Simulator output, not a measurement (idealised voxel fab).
The following is a process module called voxel capacitor over wiring.
Cross-sectional view cut (width: 205 nm; square cell size: 5 nm).
We lay out every cross-section as a grid of square cells and spell it out in bands from the top down, where one band means one or more rows of cells.
Band: top and bottom heights (nm) first, top before bottom; then materials from left to right, widths in nm. "everywhere" marks a sole material filling the band edge to edge. "blank" denotes empty space.
Height 0 is the level under which the wafer as received is all one material. The lowest band goes on downwards, as in "0 nm and below".
It should be noted that a width expressed as "30->40" varies in equal increments from row to row of cells within the band, taking the value of the first number at the top row and that of the second number at the bottom row.
"stayed the same" means the step left every cell of the cross-section as it was.
Any empty space of 8 cells or more lacking an open way to the top shows up in "Closed voids list" as width x height at distance, distance from the left edge, in nm.
What comes after the settings on a step's line is commentary from the simulator itself on that step.
overlay nm: mask right of planned place by this much (step with mask). Neg. = left.

## So here's the lineup of process steps we planned
1. RECEIVE,material Si
2. CONFORMAL_DEP,material SiO2,thk nm 15
3. CONFORMAL_DEP,material SiCN,thk nm 5
4. DIRECTIONAL_DEP,material lowk,thk nm 25
5. MASKED_ETCH,tone open,mask id METAL_1,width nm 25,pitch nm 90,etch materials lowk,depth nm 25,overlay nm 0
6. MASKED_ETCH,tone open,mask id METAL_1,width nm 25,pitch nm 90,etch materials SiCN,depth nm 5,overlay nm 0
7. CONFORMAL_DEP,material TiN,thk nm 5
8. FILL_DEP,material Cu,thk nm 5
9. CMP,height nm 45
10. CONFORMAL_DEP,material SiCN,thk nm 5
11. DIRECTIONAL_DEP,material lowk,thk nm 10
12. DIRECTIONAL_DEP,material aC,thk nm 15
13. PATTERN,tone open,mask id PLUG_1,material resist,width nm 15,thk nm 30,overlay nm 0
14. DIRECTIONAL_ETCH,etch materials aC,depth nm 15
15. STRIP,etch materials resist
16. DIRECTIONAL_ETCH,etch materials lowk,depth nm 10
17. DIRECTIONAL_ETCH,etch materials SiCN,depth nm 5
18. STRIP,etch materials aC
19. EPI,material Ru,thk nm 10
20. EPI,material Ru,thk nm 5
21. DIRECTIONAL_DEP,material TiN,thk nm 5
22. DIRECTIONAL_DEP,material SiN,thk nm 5
23. DIRECTIONAL_DEP,material TiN,thk nm 5
24. PATTERN,tone cover,mask id UPPER_PLATE,material resist,width nm 70,thk nm 15,overlay nm 0
25. DIRECTIONAL_ETCH,etch materials TiN,depth nm 5
26. DIRECTIONAL_ETCH,etch materials SiN,depth nm 5
27. STRIP,etch materials resist
28. DIRECTIONAL_DEP,material aC,thk nm 15
29. PATTERN,tone cover,mask id LOWER_PLATE,material resist,width nm 80,thk nm 35,overlay nm 0
30. DIRECTIONAL_ETCH,etch materials aC,depth nm 15
31. STRIP,etch materials resist
32. DIRECTIONAL_ETCH,etch materials TiN,depth nm 5
33. STRIP,etch materials aC
34. FILL_DEP,material SiO2,thk nm 20
35. CMP,height nm 90
36. DIRECTIONAL_DEP,material aC,thk nm 15
37. PATTERN,tone open,mask id PLUG_2,material resist,width nm 15,thk nm 35,overlay nm 0
38. DIRECTIONAL_ETCH,etch materials aC,depth nm 15
39. STRIP,etch materials resist
40. DIRECTIONAL_ETCH,etch materials SiO2,depth nm 15
41. STRIP,etch materials aC
42. CONFORMAL_DEP,material TiN,thk nm 5
43. FILL_DEP,material Cu,thk nm 10
44. CMP,height nm 90
45. CONFORMAL_DEP,material SiCN,thk nm 5

## Shown in cross-section is the wafer as received, that is, as it stands after step 1
> 0 nm and below = Si everywhere
> Closed voids list: none

## Cross-sectional image of the first of two wafers at the end of the module, the run having proceeded as planned
> 95 nm to 90 nm = SiCN everywhere
> 90 nm to 80 nm = 65 nm SiO2 / 5 nm TiN / 5 nm Cu / 5 nm TiN / 125 nm SiO2
> 80 nm to 70 nm = 65->55 nm SiO2 / 15->70 nm TiN / 125->80 nm SiO2
> 70 nm to 65 nm = 55 nm SiO2 / 70 nm SiN / 80 nm SiO2
> 65 nm to 60 nm = 50 nm SiO2 / 80 nm TiN / 75 nm SiO2
> 60 nm to 50 nm = 55 nm lowk / 15 nm Ru / 135 nm lowk
> 50 nm to 45 nm = 55 nm SiCN / 15 nm Ru / 135 nm SiCN
> 45 nm to 20 nm = 45 nm lowk / 5 nm TiN / 15 nm Cu / 5 nm TiN / 65 nm lowk / 5 nm TiN / 15 nm Cu / 5 nm TiN / 45 nm lowk
> 20 nm to 15 nm = 45 nm SiCN / 25 nm TiN / 65 nm SiCN / 25 nm TiN / 45 nm SiCN
> 15 nm to 0 nm = SiO2 everywhere
> 0 nm and below = Si everywhere
> Closed voids list: none

## Cross-sectional image of the second wafer of the two following completion of the module. Starting state and process plan were the same as for the first wafer; one execution error occurred
> 95 nm to 90 nm = SiCN everywhere
> 90 nm to 80 nm = 65 nm SiO2 / 5 nm TiN / 5 nm Cu / 5 nm TiN / 125 nm SiO2
> 80 nm to 75 nm = 65 nm SiO2 / 15 nm TiN / 125 nm SiO2
> 75 nm to 70 nm = SiO2 everywhere
> 70 nm to 65 nm = 55 nm SiO2 / 70 nm TiN / 80 nm SiO2
> 65 nm to 60 nm = 55 nm SiO2 / 70 nm SiN / 80 nm SiO2
> 60 nm to 50 nm = 55 nm lowk / 15 nm Ru / 135 nm lowk
> 50 nm to 45 nm = 55 nm SiCN / 15 nm Ru / 135 nm SiCN
> 45 nm to 20 nm = 45 nm lowk / 5 nm TiN / 15 nm Cu / 5 nm TiN / 65 nm lowk / 5 nm TiN / 15 nm Cu / 5 nm TiN / 45 nm lowk
> 20 nm to 15 nm = 45 nm SiCN / 25 nm TiN / 65 nm SiCN / 25 nm TiN / 45 nm SiCN
> 15 nm to 0 nm = SiO2 everywhere
> 0 nm and below = Si everywhere
> Closed voids list: none
Finding, execution versus plan: skipped: plan step 21 (never run)
In the final state, the cell counts of the second wafer exceed or fall short of those of the first for the following materials: +16 SiO2; -16 TiN
